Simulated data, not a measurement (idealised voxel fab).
Process module, titled voxel local oxidation
Section shown: cut. Width: 220 nm. Cell size: 5 nm, square.
Heads up, the way a cross-section reads in here is a grid of square cells, handed over as bands from the top down, with every band being one or more rows of cells. A band entry consists of two parts. The first gives the height of the band's top and the height of its bottom, in nm. The rest lists the band's materials from left to right, each with its width in nm. A single material labelled with the word "throughout" fills the band from edge to edge, and the word "empty" marks empty space. Zero point of the height axis is 0; under it, received wafer = one material. Lowest band: continues down indefinitely, "0 nm and below". Width spec "30..40" -> top row of cells at first value, bottom row at second value, equal per-row change in between. Step marked "no change occurred"? Then no cell in the cross-section changed in it. For the entry "Unvented cavities", the listed items are empty spaces with no open way to the top whose size is 8 cells or more; each item follows the pattern width x height at distance, where distance is from the left edge and all three are in nm. Heads up: the bit after the settings on a step's line is the simulator's remark on that step. You can add "overlay nm" to a step's line. For a step with a mask, it describes how far the mask lay to the right of its planned position, and a negative number describes a lay to the left.
## Intended process steps
| 1 | RECEIVE [material Si] |
| 2 | OXIDIZE [depth nm 5] |
| 3 | CONFORMAL_DEP [material SiN] [thk nm 10] |
| 4 | DIRECTIONAL_DEP [material aC] [thk nm 10] |
| 5 | PATTERN [tone cover] [mask id ACTIVE] [material resist] [width nm 115] [thk nm 25] [overlay nm 0] |
| 6 | DIRECTIONAL_ETCH [etch materials aC] [depth nm 10] |
| 7 | STRIP [etch materials resist] |
| 8 | DIRECTIONAL_ETCH [etch materials SiN] [depth nm 10] |
| 9 | STRIP [etch materials aC] |
| 10 | SELECTIVE_ETCH [etch materials SiO2] [depth nm 5] |
| 11 | OXIDIZE [depth nm 15] |
| 12 | STRIP [etch materials SiN] |
## Cross-section, incoming material, after step 1
0 nm and below  Si throughout
Unvented cavities: none
## Cross-section: first of two wafers, module finished, run according to plan
0 nm to -5 nm  empty=55, SiO2=105, empty=60
-5 nm to -20 nm  SiO2=70, Si=75, SiO2=75
-20 nm and below  Si throughout
Unvented cavities: none
## Cross-section of the latter of the two wafers at module completion. It had an identical start and an identical plan to the former; in running it, one mistake was made
-5 nm to -20 nm  empty=70, Si=75, empty=75
-20 nm and below  Si throughout
Unvented cavities: none
Heads up, the wafer didn't run the way we planned it: off-plan run, step 12, actual operation and settings STRIP [etch materials SiO2]
The closing comparison, in cells, has the second wafer with more or fewer of some materials than the first: SiO2: 108 fewer
